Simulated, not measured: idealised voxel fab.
process module | voxel transistor to metal
cross-section cut | 185 nm wide | cells 5 nm
A cross-section is a grid of square cells, given in bands from the top down. A band is one or more rows of cells.
Each band's line starts with the height of the band's top and of its bottom, in nm. Then come its materials from left to right, each with its width in nm. One material with "throughout" fills the band from edge to edge. "air" is empty space.
Height 0 is the level under which the wafer as received is all one material. The lowest band goes on downwards, as in "0 down".
A width such as "30 to 40" changes by the same amount from each row of cells to the next, from the band's top row to its bottom row.
"no change" after a step means that no cell of the cross-section changed.
closed voids: empty space of 8 cells or more with no open way to the top, each as width x height at its distance from the left edge, in nm
after a step's settings: what the simulator itself notes on the step
overlay nm, on a step with a mask: how far to the right of its planned place the mask lay; to the left if negative
Each pair below shows a cross-section before one step and the cross-section after it, down to the lowest band that changed. The line under each pair gives the step between them, with its settings. The pairs can come from different runs of this module on the same starting wafer, so a pair continues from the pair above only where its "before" says so.
before
  0 down: Si throughout
  closed voids: none
after
  0 to -5: SiO2 throughout
  below -5: unchanged
  closed voids: none
the step between: op OXIDIZE | depth nm 5
before: the cross-section after the pair above
after
  10 to 0: SiN throughout
  below 0: unchanged
  closed voids: none
the step between: op CONFORMAL_DEP | material SiN | thk nm 10
before: the cross-section after the pair above
after
  10 to 0: air 40 | SiN 100 | air 45
  below 0: unchanged
  closed voids: none
the step between: op MASKED_ETCH | tone cover | mask id ACTIVE | width nm 100 | etch materials SiN | depth nm 10 | overlay nm 0
before: the cross-section after the pair above
after
  10 to 0: air 40 | SiN 100 | air 45
  0 to -5: air 40 | SiO2 100 | air 45
  below -5: unchanged
  closed voids: none
the step between: op MASKED_ETCH | tone cover | mask id ACTIVE | width nm 100 | etch materials SiO2 | depth nm 5 | overlay nm 0
before: the cross-section after the pair above
after
  10 to 0: air 40 | SiN 100 | air 45
  0 to -5: air 40 | SiO2 100 | air 45
  -5 to -25: air 40 | Si 100 | air 45
  below -25: unchanged
  closed voids: none
the step between: op MASKED_ETCH | tone cover | mask id ACTIVE | width nm 100 | etch materials Si | depth nm 20 | overlay nm 0
before: the cross-section after the pair above
after
  10 to 0: air 40 | SiN 100 | air 45
  0 to -5: air 40 | SiO2 100 | air 45
  -5 to -25: air 40 | SiO2 5 | Si 90 | SiO2 5 | air 45
  -25 to -30: SiO2 45 | Si 90 | SiO2 50
  below -30: unchanged
  closed voids: none
the step between: op OXIDIZE | depth nm 5
before: the cross-section after the pair above
after
  20 to 10: SiO2 throughout
  10 to 0: SiO2 40 | SiN 100 | SiO2 45
  0 to -5: SiO2 throughout
  -5 to -30: SiO2 45 | Si 90 | SiO2 50
  below -30: unchanged
  closed voids: none
the step between: op FILL_DEP | material SiO2 | thk nm 10
before: the cross-section after the pair above
after
  10 to 0: SiO2 40 | SiN 100 | SiO2 45
  below 0: unchanged
  closed voids: none
the step between: op CMP | height nm 10
before: the cross-section after the pair above
after
  10 to 0: air 40 | SiN 100 | air 45
  below 0: unchanged
  closed voids: none
the step between: op SELECTIVE_ETCH | etch materials SiO2 | depth nm 10
before: the cross-section after the pair above
after
  0 to -5: SiO2 throughout
  below -5: unchanged
  closed voids: none
the step between: op STRIP | etch materials SiN
before: the cross-section after the pair above
after
  -5 to -30: SiO2 45 | Si 90 | SiO2 50
  below -30: unchanged
  closed voids: none
the step between: op SELECTIVE_ETCH | etch materials SiO2 | depth nm 5
before: the cross-section after the pair above
after
  -5 to -10: SiO2 throughout
  below -10: unchanged
  closed voids: none
the step between: op OXIDIZE | depth nm 5
before: the cross-section after the pair above
after
  20 to -5: polySi throughout
  below -5: unchanged
  closed voids: none
the step between: op DIRECTIONAL_DEP | material polySi | thk nm 25
before: the cross-section after the pair above
after
  35 to 20: SiCN throughout
  below 20: unchanged
  closed voids: none
the step between: op DIRECTIONAL_DEP | material SiCN | thk nm 15
before: the cross-section after the pair above
after
  55 to 35: air 80 | resist 20 | air 85
  below 35: unchanged
  closed voids: none
the step between: op PATTERN | tone cover | mask id GATE | material resist | width nm 20 | thk nm 20 | overlay nm 0
before: the cross-section after the pair above
after
  55 to 35: air 80 | resist 20 | air 85
  35 to 20: air 80 | SiCN 20 | air 85
  below 20: unchanged
  closed voids: none
the step between: op DIRECTIONAL_ETCH | etch materials SiCN | depth nm 25
before: the cross-section after the pair above
after
  55 to 35: air 80 | resist 20 | air 85
  35 to 20: air 80 | SiCN 20 | air 85
  20 to -5: air 80 | polySi 20 | air 85
  below -5: unchanged
  closed voids: none
the step between: op DIRECTIONAL_ETCH | etch materials polySi | depth nm 35
before: the cross-section after the pair above
after
  35 to 20: air 80 | SiCN 20 | air 85
  below 20: unchanged
  closed voids: none
the step between: op STRIP | etch materials resist
before: the cross-section after the pair above
after
  40 to 35: air 75 | SiN 30 | air 80
  35 to 20: air 75 | SiN 5 | SiCN 20 | SiN 5 | air 80
  20 to 0: air 75 | SiN 5 | polySi 20 | SiN 5 | air 80
  0 to -5: SiN 80 | polySi 20 | SiN 85
  below -5: unchanged
  closed voids: none
the step between: op CONFORMAL_DEP | material SiN | thk nm 5
before: the cross-section after the pair above
after
  35 to 20: air 75 | SiN 5 | SiCN 20 | SiN 5 | air 80
  20 to -5: air 75 | SiN 5 | polySi 20 | SiN 5 | air 80
  below -5: unchanged
  closed voids: none
the step between: op DIRECTIONAL_ETCH | etch materials SiN | depth nm 5
before: the cross-section after the pair above
after
  35 to 20: air 75 | SiN 5 | SiCN 20 | SiN 5 | air 80
  20 to -5: air 75 | SiN 5 | polySi 20 | SiN 5 | air 80
  -5 to -10: air 75 | SiO2 30 | air 80
  below -10: unchanged
  closed voids: none
the step between: op DIRECTIONAL_ETCH | etch materials SiO2 | depth nm 5
before: the cross-section after the pair above
after
  35 to 20: air 75 | SiN 5 | SiCN 20 | SiN 5 | air 80
  20 to -5: air 75 | SiN 5 | polySi 20 | SiN 5 | air 80
  -5 to -10: air 75 | SiO2 30 | air 80
  -10 to -20: SiO2 45 | air 30 | Si 30 | air 30 | SiO2 50
  below -20: unchanged
  closed voids: none
the step between: op DIRECTIONAL_ETCH | etch materials Si | depth nm 10
before: the cross-section after the pair above
after
  35 to 20: air 75 | SiN 5 | SiCN 20 | SiN 5 | air 80
  20 to 5: air 75 | SiN 5 | polySi 20 | SiN 5 | air 80
  5 to -5: air 60 | nSi 15 | SiN 5 | polySi 20 | SiN 5 | nSi 15 | air 65
  -5 to -10: air 40 | nSi 35 | SiO2 30 | nSi 35 | air 45
  -10 to -20: SiO2 45 | nSi 30 | Si 30 | nSi 30 | SiO2 50
  below -20: unchanged
  closed voids: none
the step between: op EPI | material nSi | thk nm 15
before: the cross-section after the pair above
after
  45 to 35: SiO2 throughout
  35 to 20: SiO2 75 | SiN 5 | SiCN 20 | SiN 5 | SiO2 80
  20 to 5: SiO2 75 | SiN 5 | polySi 20 | SiN 5 | SiO2 80
  5 to -5: SiO2 60 | nSi 15 | SiN 5 | polySi 20 | SiN 5 | nSi 15 | SiO2 65
  -5 to -10: SiO2 40 | nSi 35 | SiO2 30 | nSi 35 | SiO2 45
  below -10: unchanged
  closed voids: none
the step between: op FILL_DEP | material SiO2 | thk nm 10
before: the cross-section after the pair above
after
  35 to 20: SiO2 75 | SiN 5 | SiCN 20 | SiN 5 | SiO2 80
  below 20: unchanged
  closed voids: none
the step between: op CMP | height nm 35
before: the cross-section after the pair above
after
  50 to 35: SiO2 throughout
  below 35: unchanged
  closed voids: none
the step between: op DIRECTIONAL_DEP | material SiO2 | thk nm 15
before: the cross-section after the pair above
after
  60 to 50: aC throughout
  below 50: unchanged
  closed voids: none
the step between: op DIRECTIONAL_DEP | material aC | thk nm 10
before: the cross-section after the pair above
after
  85 to 60: resist 45 | air 15 | resist 60 | air 15 | resist 50
  below 60: unchanged
  closed voids: none
the step between: op PATTERN | tone open | mask id CONTACT | material resist | width nm 15 | pitch nm 75 | thk nm 25 | overlay nm 0
before: the cross-section after the pair above
after
  75 to 60: resist 45 | air 15 | resist 60 | air 15 | resist 50
  60 to 50: aC 45 | air 15 | aC 60 | air 15 | aC 50
  below 50: unchanged
  closed voids: none
the step between: op DIRECTIONAL_ETCH | etch materials aC | depth nm 10
before: the cross-section after the pair above
after
  60 to 50: aC 45 | air 15 | aC 60 | air 15 | aC 50
  below 50: unchanged
  closed voids: none
the step between: op STRIP | etch materials resist
before: the cross-section after the pair above
after
  60 to 50: aC 45 | air 15 | aC 60 | air 15 | aC 50
  50 to 35: SiO2 45 | air 15 | SiO2 60 | air 15 | SiO2 50
  35 to 20: SiO2 45 | air 15 | SiO2 15 | SiN 5 | SiCN 20 | SiN 5 | SiO2 15 | air 15 | SiO2 50
  20 to 5: SiO2 45 | air 15 | SiO2 15 | SiN 5 | polySi 20 | SiN 5 | SiO2 15 | air 15 | SiO2 50
  5 to -5: SiO2 45 | air 15 | nSi 15 | SiN 5 | polySi 20 | SiN 5 | nSi 15 | air 15 | SiO2 50
  below -5: unchanged
  closed voids: none
the step between: op DIRECTIONAL_ETCH | etch materials SiO2 | depth nm 55
before: the cross-section after the pair above
after
  50 to 35: SiO2 45 | air 15 | SiO2 60 | air 15 | SiO2 50
  below 35: unchanged
  closed voids: none
the step between: op STRIP | etch materials aC
before: the cross-section after the pair above
after
  55 to 50: TiN 50 | air 5 | TiN 70 | air 5 | TiN 55
  50 to 35: SiO2 45 | TiN 5 | air 5 | TiN 5 | SiO2 60 | TiN 5 | air 5 | TiN 5 | SiO2 50
  35 to 20: SiO2 45 | TiN 5 | air 5 | TiN 5 | SiO2 15 | SiN 5 | SiCN 20 | SiN 5 | SiO2 15 | TiN 5 | air 5 | TiN 5 | SiO2 50
  20 to 5: SiO2 45 | TiN 5 | air 5 | TiN 5 | SiO2 15 | SiN 5 | polySi 20 | SiN 5 | SiO2 15 | TiN 5 | air 5 | TiN 5 | SiO2 50
  5 to 0: SiO2 45 | TiN 5 | air 5 | TiN 5 | nSi 15 | SiN 5 | polySi 20 | SiN 5 | nSi 15 | TiN 5 | air 5 | TiN 5 | SiO2 50
  0 to -5: SiO2 45 | TiN 15 | nSi 15 | SiN 5 | polySi 20 | SiN 5 | nSi 15 | TiN 15 | SiO2 50
  below -5: unchanged
  closed voids: none
the step between: op CONFORMAL_DEP | material TiN | thk nm 5
before: the cross-section after the pair above
after
  65 to 55: W throughout
  55 to 50: TiN 50 | W 5 | TiN 70 | W 5 | TiN 55
  50 to 35: SiO2 45 | TiN 5 | W 5 | TiN 5 | SiO2 60 | TiN 5 | W 5 | TiN 5 | SiO2 50
  35 to 20: SiO2 45 | TiN 5 | W 5 | TiN 5 | SiO2 15 | SiN 5 | SiCN 20 | SiN 5 | SiO2 15 | TiN 5 | W 5 | TiN 5 | SiO2 50
  20 to 5: SiO2 45 | TiN 5 | W 5 | TiN 5 | SiO2 15 | SiN 5 | polySi 20 | SiN 5 | SiO2 15 | TiN 5 | W 5 | TiN 5 | SiO2 50
  5 to 0: SiO2 45 | TiN 5 | W 5 | TiN 5 | nSi 15 | SiN 5 | polySi 20 | SiN 5 | nSi 15 | TiN 5 | W 5 | TiN 5 | SiO2 50
  below 0: unchanged
  closed voids: none
the step between: op FILL_DEP | material W | thk nm 10
before: the cross-section after the pair above
after
  50 to 35: SiO2 45 | TiN 5 | W 5 | TiN 5 | SiO2 60 | TiN 5 | W 5 | TiN 5 | SiO2 50
  below 35: unchanged
  closed voids: none
the step between: op CMP | height nm 50
before: the cross-section after the pair above
after
  55 to 50: SiCN throughout
  below 50: unchanged
  closed voids: none
the step between: op CONFORMAL_DEP | material SiCN | thk nm 5
before: the cross-section after the pair above
after
  80 to 55: lowk throughout
  below 55: unchanged
  closed voids: none
the step between: op DIRECTIONAL_DEP | material lowk | thk nm 25
before: the cross-section after the pair above
after
  100 to 80: resist 45 | air 15 | resist 60 | air 15 | resist 50
  below 80: unchanged
  closed voids: none
the step between: op PATTERN | tone open | mask id METAL_1 | material resist | width nm 15 | pitch nm 75 | thk nm 20 | overlay nm 0
before: the cross-section after the pair above
after
  100 to 80: resist 45 | air 15 | resist 60 | air 15 | resist 50
  80 to 55: lowk 45 | air 15 | lowk 60 | air 15 | lowk 50
  below 55: unchanged
  closed voids: none
the step between: op DIRECTIONAL_ETCH | etch materials lowk | depth nm 25
before: the cross-section after the pair above
after
  100 to 80: resist 45 | air 15 | resist 60 | air 15 | resist 50
  80 to 55: lowk 45 | air 15 | lowk 60 | air 15 | lowk 50
  55 to 50: SiCN 45 | air 15 | SiCN 60 | air 15 | SiCN 50
  below 50: unchanged
  closed voids: none
the step between: op DIRECTIONAL_ETCH | etch materials SiCN | depth nm 5
before: the cross-section after the pair above
after
  80 to 55: lowk 45 | air 15 | lowk 60 | air 15 | lowk 50
  below 55: unchanged
  closed voids: none
the step between: op STRIP | etch materials resist
before: the cross-section after the pair above
after
  85 to 80: TiN 50 | air 5 | TiN 70 | air 5 | TiN 55
  80 to 55: lowk 45 | TiN 5 | air 5 | TiN 5 | lowk 60 | TiN 5 | air 5 | TiN 5 | lowk 50
  55 to 50: SiCN 45 | TiN 15 | SiCN 60 | TiN 15 | SiCN 50
  below 50: unchanged
  closed voids: none
the step between: op CONFORMAL_DEP | material TiN | thk nm 5
before: the cross-section after the pair above
after
  90 to 85: Ru throughout
  85 to 80: TiN 50 | Ru 5 | TiN 70 | Ru 5 | TiN 55
  80 to 55: lowk 45 | TiN 5 | Ru 5 | TiN 5 | lowk 60 | TiN 5 | Ru 5 | TiN 5 | lowk 50
  below 55: unchanged
  closed voids: none
the step between: op FILL_DEP | material Ru | thk nm 5
before: the cross-section after the pair above
after
  80 to 55: lowk 45 | TiN 5 | Ru 5 | TiN 5 | lowk 60 | TiN 5 | Ru 5 | TiN 5 | lowk 50
  below 55: unchanged
  closed voids: none
the step between: op CMP | height nm 80
before: the cross-section after the pair above
after
  85 to 80: SiN throughout
  below 80: unchanged
  closed voids: none
the step between: op CONFORMAL_DEP | material SiN | thk nm 5
before
  65 to 55: W throughout
  55 to 50: TiN 50 | W 5 | TiN 70 | W 5 | TiN 55
  50 to 35: SiO2 45 | TiN 5 | W 5 | TiN 5 | SiO2 60 | TiN 5 | W 5 | TiN 5 | SiO2 50
  35 to 20: SiO2 45 | TiN 5 | W 5 | TiN 5 | SiO2 15 | SiN 5 | SiCN 20 | SiN 5 | SiO2 15 | TiN 5 | W 5 | TiN 5 | SiO2 50
  20 to 5: SiO2 45 | TiN 5 | W 5 | TiN 5 | SiO2 15 | SiN 5 | polySi 20 | SiN 5 | SiO2 15 | TiN 5 | W 5 | TiN 5 | SiO2 50
  5 to 0: SiO2 45 | TiN 5 | W 5 | TiN 5 | nSi 15 | SiN 5 | polySi 20 | SiN 5 | nSi 15 | TiN 5 | W 5 | TiN 5 | SiO2 50
  0 to -5: SiO2 45 | TiN 15 | nSi 15 | SiN 5 | polySi 20 | SiN 5 | nSi 15 | TiN 15 | SiO2 50
  -5 to -10: SiO2 40 | nSi 35 | SiO2 30 | nSi 35 | SiO2 45
  -10 to -20: SiO2 45 | nSi 30 | Si 30 | nSi 30 | SiO2 50
  -20 to -30: SiO2 45 | Si 90 | SiO2 50
  -30 down: Si throughout
  closed voids: none
after
  70 to 65: SiCN throughout
  below 65: unchanged
  closed voids: none
the step between: op CONFORMAL_DEP | material SiCN | thk nm 5
before: the cross-section after the pair above
after
  95 to 70: lowk throughout
  below 70: unchanged
  closed voids: none
the step between: op DIRECTIONAL_DEP | material lowk | thk nm 25
before: the cross-section after the pair above
after
  115 to 95: resist 45 | air 15 | resist 60 | air 15 | resist 50
  below 95: unchanged
  closed voids: none
the step between: op PATTERN | tone open | mask id METAL_1 | material resist | width nm 15 | pitch nm 75 | thk nm 20 | overlay nm 0
before: the cross-section after the pair above
after
  115 to 95: resist 45 | air 15 | resist 60 | air 15 | resist 50
  95 to 70: lowk 45 | air 15 | lowk 60 | air 15 | lowk 50
  below 70: unchanged
  closed voids: none
the step between: op DIRECTIONAL_ETCH | etch materials lowk | depth nm 25
before: the cross-section after the pair above
after
  115 to 95: resist 45 | air 15 | resist 60 | air 15 | resist 50
  95 to 70: lowk 45 | air 15 | lowk 60 | air 15 | lowk 50
  70 to 65: SiCN 45 | air 15 | SiCN 60 | air 15 | SiCN 50
  below 65: unchanged
  closed voids: none
the step between: op DIRECTIONAL_ETCH | etch materials SiCN | depth nm 5
before: the cross-section after the pair above
after
  95 to 70: lowk 45 | air 15 | lowk 60 | air 15 | lowk 50
  below 70: unchanged
  closed voids: none
the step between: op STRIP | etch materials resist
before: the cross-section after the pair above
after
  100 to 95: TiN 50 | air 5 | TiN 70 | air 5 | TiN 55
  95 to 70: lowk 45 | TiN 5 | air 5 | TiN 5 | lowk 60 | TiN 5 | air 5 | TiN 5 | lowk 50
  70 to 65: SiCN 45 | TiN 15 | SiCN 60 | TiN 15 | SiCN 50
  below 65: unchanged
  closed voids: none
the step between: op CONFORMAL_DEP | material TiN | thk nm 5
before: the cross-section after the pair above
after
  105 to 100: Ru throughout
  100 to 95: TiN 50 | Ru 5 | TiN 70 | Ru 5 | TiN 55
  95 to 70: lowk 45 | TiN 5 | Ru 5 | TiN 5 | lowk 60 | TiN 5 | Ru 5 | TiN 5 | lowk 50
  below 70: unchanged
  closed voids: none
the step between: op FILL_DEP | material Ru | thk nm 5
before: the cross-section after the pair above
after
  80 to 70: lowk 45 | TiN 5 | Ru 5 | TiN 5 | lowk 60 | TiN 5 | Ru 5 | TiN 5 | lowk 50
  below 70: unchanged
  closed voids: none
the step between: op CMP | height nm 80
before: the cross-section after the pair above
after
  85 to 80: SiN throughout
  below 80: unchanged
  closed voids: none
the step between: op CONFORMAL_DEP | material SiN | thk nm 5
before
  10 to 0: air 40 | SiN 100 | air 45
  0 to -5: air 40 | SiO2 100 | air 45
  -5 to -25: air 40 | Si 100 | air 45
  -25 down: Si throughout
  closed voids: none
after
  10 to 0: air 40 | SiN 100 | air 45
  0 to -5: air 40 | SiO2 100 | air 45
  -5 to -45: air 40 | Si 100 | air 45
  below -45: unchanged
  closed voids: none
the step between: op MASKED_ETCH | tone cover | mask id ACTIVE | width nm 100 | etch materials Si | depth nm 20 | overlay nm 0
before: the cross-section after the pair above
after
  10 to 0: air 40 | SiN 100 | air 45
  0 to -5: air 40 | SiO2 100 | air 45
  -5 to -45: air 40 | SiO2 5 | Si 90 | SiO2 5 | air 45
  -45 to -50: SiO2 45 | Si 90 | SiO2 50
  below -50: unchanged
  closed voids: none
the step between: op OXIDIZE | depth nm 5
before: the cross-section after the pair above
after
  20 to 10: SiO2 throughout
  10 to 0: SiO2 40 | SiN 100 | SiO2 45
  0 to -5: SiO2 throughout
  -5 to -50: SiO2 45 | Si 90 | SiO2 50
  below -50: unchanged
  closed voids: none
the step between: op FILL_DEP | material SiO2 | thk nm 10
before: the cross-section after the pair above
after
  10 to 0: SiO2 40 | SiN 100 | SiO2 45
  below 0: unchanged
  closed voids: none
the step between: op CMP | height nm 10
before: the cross-section after the pair above
after
  10 to 0: air 40 | SiN 100 | air 45
  below 0: unchanged
  closed voids: none
the step between: op SELECTIVE_ETCH | etch materials SiO2 | depth nm 10
before: the cross-section after the pair above
after
  0 to -5: SiO2 throughout
  below -5: unchanged
  closed voids: none
the step between: op STRIP | etch materials SiN
before: the cross-section after the pair above
after
  -5 to -50: SiO2 45 | Si 90 | SiO2 50
  below -50: unchanged
  closed voids: none
the step between: op SELECTIVE_ETCH | etch materials SiO2 | depth nm 5
before: the cross-section after the pair above
after
  -5 to -10: SiO2 throughout
  below -10: unchanged
  closed voids: none
the step between: op OXIDIZE | depth nm 5
before: the cross-section after the pair above
after
  20 to -5: polySi throughout
  below -5: unchanged
  closed voids: none
the step between: op DIRECTIONAL_DEP | material polySi | thk nm 25
before: the cross-section after the pair above
after
  35 to 20: SiCN throughout
  below 20: unchanged
  closed voids: none
the step between: op DIRECTIONAL_DEP | material SiCN | thk nm 15
before: the cross-section after the pair above
after
  55 to 35: air 80 | resist 20 | air 85
  below 35: unchanged
  closed voids: none
the step between: op PATTERN | tone cover | mask id GATE | material resist | width nm 20 | thk nm 20 | overlay nm 0
before: the cross-section after the pair above
after
  55 to 35: air 80 | resist 20 | air 85
  35 to 20: air 80 | SiCN 20 | air 85
  below 20: unchanged
  closed voids: none
the step between: op DIRECTIONAL_ETCH | etch materials SiCN | depth nm 25
before: the cross-section after the pair above
after
  55 to 35: air 80 | resist 20 | air 85
  35 to 20: air 80 | SiCN 20 | air 85
  20 to -5: air 80 | polySi 20 | air 85
  below -5: unchanged
  closed voids: none
the step between: op DIRECTIONAL_ETCH | etch materials polySi | depth nm 35
before: the cross-section after the pair above
after
  35 to 20: air 80 | SiCN 20 | air 85
  below 20: unchanged
  closed voids: none
the step between: op STRIP | etch materials resist
before: the cross-section after the pair above
after
  40 to 35: air 75 | SiN 30 | air 80
  35 to 20: air 75 | SiN 5 | SiCN 20 | SiN 5 | air 80
  20 to 0: air 75 | SiN 5 | polySi 20 | SiN 5 | air 80
  0 to -5: SiN 80 | polySi 20 | SiN 85
  below -5: unchanged
  closed voids: none
the step between: op CONFORMAL_DEP | material SiN | thk nm 5
before: the cross-section after the pair above
after
  35 to 20: air 75 | SiN 5 | SiCN 20 | SiN 5 | air 80
  20 to -5: air 75 | SiN 5 | polySi 20 | SiN 5 | air 80
  below -5: unchanged
  closed voids: none
the step between: op DIRECTIONAL_ETCH | etch materials SiN | depth nm 5
before: the cross-section after the pair above
after
  35 to 20: air 75 | SiN 5 | SiCN 20 | SiN 5 | air 80
  20 to -5: air 75 | SiN 5 | polySi 20 | SiN 5 | air 80
  -5 to -10: air 75 | SiO2 30 | air 80
  below -10: unchanged
  closed voids: none
the step between: op DIRECTIONAL_ETCH | etch materials SiO2 | depth nm 5
before: the cross-section after the pair above
after
  35 to 20: air 75 | SiN 5 | SiCN 20 | SiN 5 | air 80
  20 to -5: air 75 | SiN 5 | polySi 20 | SiN 5 | air 80
  -5 to -10: air 75 | SiO2 30 | air 80
  -10 to -20: SiO2 45 | air 30 | Si 30 | air 30 | SiO2 50
  below -20: unchanged
  closed voids: none
the step between: op DIRECTIONAL_ETCH | etch materials Si | depth nm 10
before: the cross-section after the pair above
after
  35 to 20: air 75 | SiN 5 | SiCN 20 | SiN 5 | air 80
  20 to 5: air 75 | SiN 5 | polySi 20 | SiN 5 | air 80
  5 to -5: air 60 | nSi 15 | SiN 5 | polySi 20 | SiN 5 | nSi 15 | air 65
  -5 to -10: air 40 | nSi 35 | SiO2 30 | nSi 35 | air 45
  -10 to -20: SiO2 45 | nSi 30 | Si 30 | nSi 30 | SiO2 50
  below -20: unchanged
  closed voids: none
the step between: op EPI | material nSi | thk nm 15
before: the cross-section after the pair above
after
  45 to 35: SiO2 throughout
  35 to 20: SiO2 75 | SiN 5 | SiCN 20 | SiN 5 | SiO2 80
  20 to 5: SiO2 75 | SiN 5 | polySi 20 | SiN 5 | SiO2 80
  5 to -5: SiO2 60 | nSi 15 | SiN 5 | polySi 20 | SiN 5 | nSi 15 | SiO2 65
  -5 to -10: SiO2 40 | nSi 35 | SiO2 30 | nSi 35 | SiO2 45
  below -10: unchanged
  closed voids: none
the step between: op FILL_DEP | material SiO2 | thk nm 10
before: the cross-section after the pair above
after
  35 to 20: SiO2 75 | SiN 5 | SiCN 20 | SiN 5 | SiO2 80
  below 20: unchanged
  closed voids: none
the step between: op CMP | height nm 35
before: the cross-section after the pair above
after
  50 to 35: SiO2 throughout
  below 35: unchanged
  closed voids: none
the step between: op DIRECTIONAL_DEP | material SiO2 | thk nm 15
before: the cross-section after the pair above
after
  60 to 50: aC throughout
  below 50: unchanged
  closed voids: none
the step between: op DIRECTIONAL_DEP | material aC | thk nm 10
before: the cross-section after the pair above
after
  85 to 60: resist 45 | air 15 | resist 60 | air 15 | resist 50
  below 60: unchanged
  closed voids: none
the step between: op PATTERN | tone open | mask id CONTACT | material resist | width nm 15 | pitch nm 75 | thk nm 25 | overlay nm 0
before: the cross-section after the pair above
after
  75 to 60: resist 45 | air 15 | resist 60 | air 15 | resist 50
  60 to 50: aC 45 | air 15 | aC 60 | air 15 | aC 50
  below 50: unchanged
  closed voids: none
the step between: op DIRECTIONAL_ETCH | etch materials aC | depth nm 10
before: the cross-section after the pair above
after
  60 to 50: aC 45 | air 15 | aC 60 | air 15 | aC 50
  below 50: unchanged
  closed voids: none
the step between: op STRIP | etch materials resist
before: the cross-section after the pair above
after
  60 to 50: aC 45 | air 15 | aC 60 | air 15 | aC 50
  50 to 35: SiO2 45 | air 15 | SiO2 60 | air 15 | SiO2 50
  35 to 20: SiO2 45 | air 15 | SiO2 15 | SiN 5 | SiCN 20 | SiN 5 | SiO2 15 | air 15 | SiO2 50
  20 to 5: SiO2 45 | air 15 | SiO2 15 | SiN 5 | polySi 20 | SiN 5 | SiO2 15 | air 15 | SiO2 50
  5 to -5: SiO2 45 | air 15 | nSi 15 | SiN 5 | polySi 20 | SiN 5 | nSi 15 | air 15 | SiO2 50
  below -5: unchanged
  closed voids: none
the step between: op DIRECTIONAL_ETCH | etch materials SiO2 | depth nm 55
before: the cross-section after the pair above
after
  50 to 35: SiO2 45 | air 15 | SiO2 60 | air 15 | SiO2 50
  below 35: unchanged
  closed voids: none
the step between: op STRIP | etch materials aC
before: the cross-section after the pair above
after
  55 to 50: TiN 50 | air 5 | TiN 70 | air 5 | TiN 55
  50 to 35: SiO2 45 | TiN 5 | air 5 | TiN 5 | SiO2 60 | TiN 5 | air 5 | TiN 5 | SiO2 50
  35 to 20: SiO2 45 | TiN 5 | air 5 | TiN 5 | SiO2 15 | SiN 5 | SiCN 20 | SiN 5 | SiO2 15 | TiN 5 | air 5 | TiN 5 | SiO2 50
  20 to 5: SiO2 45 | TiN 5 | air 5 | TiN 5 | SiO2 15 | SiN 5 | polySi 20 | SiN 5 | SiO2 15 | TiN 5 | air 5 | TiN 5 | SiO2 50
  5 to 0: SiO2 45 | TiN 5 | air 5 | TiN 5 | nSi 15 | SiN 5 | polySi 20 | SiN 5 | nSi 15 | TiN 5 | air 5 | TiN 5 | SiO2 50
  0 to -5: SiO2 45 | TiN 15 | nSi 15 | SiN 5 | polySi 20 | SiN 5 | nSi 15 | TiN 15 | SiO2 50
  below -5: unchanged
  closed voids: none
the step between: op CONFORMAL_DEP | material TiN | thk nm 5
before: the cross-section after the pair above
after
  65 to 55: W throughout
  55 to 50: TiN 50 | W 5 | TiN 70 | W 5 | TiN 55
  50 to 35: SiO2 45 | TiN 5 | W 5 | TiN 5 | SiO2 60 | TiN 5 | W 5 | TiN 5 | SiO2 50
  35 to 20: SiO2 45 | TiN 5 | W 5 | TiN 5 | SiO2 15 | SiN 5 | SiCN 20 | SiN 5 | SiO2 15 | TiN 5 | W 5 | TiN 5 | SiO2 50
  20 to 5: SiO2 45 | TiN 5 | W 5 | TiN 5 | SiO2 15 | SiN 5 | polySi 20 | SiN 5 | SiO2 15 | TiN 5 | W 5 | TiN 5 | SiO2 50
  5 to 0: SiO2 45 | TiN 5 | W 5 | TiN 5 | nSi 15 | SiN 5 | polySi 20 | SiN 5 | nSi 15 | TiN 5 | W 5 | TiN 5 | SiO2 50
  below 0: unchanged
  closed voids: none
the step between: op FILL_DEP | material W | thk nm 10
before: the cross-section after the pair above
after
  50 to 35: SiO2 45 | TiN 5 | W 5 | TiN 5 | SiO2 60 | TiN 5 | W 5 | TiN 5 | SiO2 50
  below 35: unchanged
  closed voids: none
the step between: op CMP | height nm 50
before: the cross-section after the pair above
after
  55 to 50: SiCN throughout
  below 50: unchanged
  closed voids: none
the step between: op CONFORMAL_DEP | material SiCN | thk nm 5
before: the cross-section after the pair above
after
  80 to 55: lowk throughout
  below 55: unchanged
  closed voids: none
the step between: op DIRECTIONAL_DEP | material lowk | thk nm 25
before: the cross-section after the pair above
after
  100 to 80: resist 45 | air 15 | resist 60 | air 15 | resist 50
  below 80: unchanged
  closed voids: none
the step between: op PATTERN | tone open | mask id METAL_1 | material resist | width nm 15 | pitch nm 75 | thk nm 20 | overlay nm 0
before: the cross-section after the pair above
after
  100 to 80: resist 45 | air 15 | resist 60 | air 15 | resist 50
  80 to 55: lowk 45 | air 15 | lowk 60 | air 15 | lowk 50
  below 55: unchanged
  closed voids: none
the step between: op DIRECTIONAL_ETCH | etch materials lowk | depth nm 25
before: the cross-section after the pair above
after
  100 to 80: resist 45 | air 15 | resist 60 | air 15 | resist 50
  80 to 55: lowk 45 | air 15 | lowk 60 | air 15 | lowk 50
  55 to 50: SiCN 45 | air 15 | SiCN 60 | air 15 | SiCN 50
  below 50: unchanged
  closed voids: none
the step between: op DIRECTIONAL_ETCH | etch materials SiCN | depth nm 5
before: the cross-section after the pair above
after
  80 to 55: lowk 45 | air 15 | lowk 60 | air 15 | lowk 50
  below 55: unchanged
  closed voids: none
the step between: op STRIP | etch materials resist
before: the cross-section after the pair above
after
  85 to 80: TiN 50 | air 5 | TiN 70 | air 5 | TiN 55
  80 to 55: lowk 45 | TiN 5 | air 5 | TiN 5 | lowk 60 | TiN 5 | air 5 | TiN 5 | lowk 50
  55 to 50: SiCN 45 | TiN 15 | SiCN 60 | TiN 15 | SiCN 50
  below 50: unchanged
  closed voids: none
the step between: op CONFORMAL_DEP | material TiN | thk nm 5
before: the cross-section after the pair above
after
  90 to 85: Ru throughout
  85 to 80: TiN 50 | Ru 5 | TiN 70 | Ru 5 | TiN 55
  80 to 55: lowk 45 | TiN 5 | Ru 5 | TiN 5 | lowk 60 | TiN 5 | Ru 5 | TiN 5 | lowk 50
  below 55: unchanged
  closed voids: none
the step between: op FILL_DEP | material Ru | thk nm 5
before: the cross-section after the pair above
after
  80 to 55: lowk 45 | TiN 5 | Ru 5 | TiN 5 | lowk 60 | TiN 5 | Ru 5 | TiN 5 | lowk 50
  below 55: unchanged
  closed voids: none
the step between: op CMP | height nm 80
before: the cross-section after the pair above
after
  85 to 80: SiN throughout
  below 80: unchanged
  closed voids: none
the step between: op CONFORMAL_DEP | material SiN | thk nm 5
